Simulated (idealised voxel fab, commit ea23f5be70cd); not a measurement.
This section sets out a process module, namely voxel local oxidation.
It is cross-section cut that appears here, measuring 185 nm in width, its square cells being 5 nm in size.
A cross-section in this document is a grid of square cells, and it is written down as bands, the top band listed before the ones below it; a band is made up of one or more rows of cells. First you get the band's top height and its bottom height, in nm, and then the materials it's made of, left to right, with each width in nm. If you see a single material with "throughout", that one covers the band edge to edge. "air" is empty space. Beneath 0, the wafer as received is one material, and that level is where height counting begins. The lowest band goes on downward without a bottom; it is written like "top 0, no bottom". You'd read "30..40" like this: the band's top row of cells is as wide as the first number, its bottom row is as wide as the second, and going down, every row changes width by the same amount as the row before did. "all unchanged" means the step left every cell of the cross-section as it was. "Entrapped void list" contains a list of empty spaces, each no smaller than 8 cells and without an open way to the top, written in the form width x height at distance with the distance from the left edge and all three in nm. Note: text after step settings on the step line = simulator remark on that step. overlay nm: how far to the right of its planned place the mask lay on this masked step (negative: to the left).
Process steps foreseen in the plan:
1: RECEIVE | material Si
2: OXIDIZE | depth nm 5
3: CONFORMAL_DEP | material SiN | thk nm 15
4: DIRECTIONAL_DEP | material aC | thk nm 15
5: PATTERN | tone cover | mask id ACTIVE | material resist | width nm 90 | thk nm 35 | overlay nm 0
6: DIRECTIONAL_ETCH | etch materials aC | depth nm 15
7: STRIP | etch materials resist
8: DIRECTIONAL_ETCH | etch materials SiN | depth nm 15
9: STRIP | etch materials aC
10: SELECTIVE_ETCH | etch materials SiO2 | depth nm 5
11: OXIDIZE | depth nm 15
12: STRIP | etch materials SiN
This is the cross-section of the wafer as we received it, i.e. after step 1:
  top 0, no bottom: Si throughout
  Entrapped void list: none
Here's the cross-section of the first of our two wafers at the end of the module - it ran as planned:
  top 0, bottom -5: air 50 nm; SiO2 80 nm; air 55 nm
  top -5, bottom -20: SiO2 65 nm; Si 50 nm; SiO2 70 nm
  top -20, no bottom: Si throughout
  Entrapped void list: none
Now the second wafer, cross-sectioned at the end of the module. Nothing different at the start, nothing different in the plan compared with the first, just one mistake when it was actually run:
  top 0, bottom -5: air 60 nm; SiO2 80 nm; air 45 nm
  top -5, bottom -20: SiO2 75 nm; Si 50 nm; SiO2 60 nm
  top -20, no bottom: Si throughout
  Entrapped void list: none
Error vs. plan: rather than as planned, step 5 actually ran as PATTERN | tone cover | mask id ACTIVE | material resist | width nm 90 | thk nm 35 | overlay nm 10
If you tally the cells, the second wafer ends up with the same amount of every material as the first; it's all just sitting in different places.
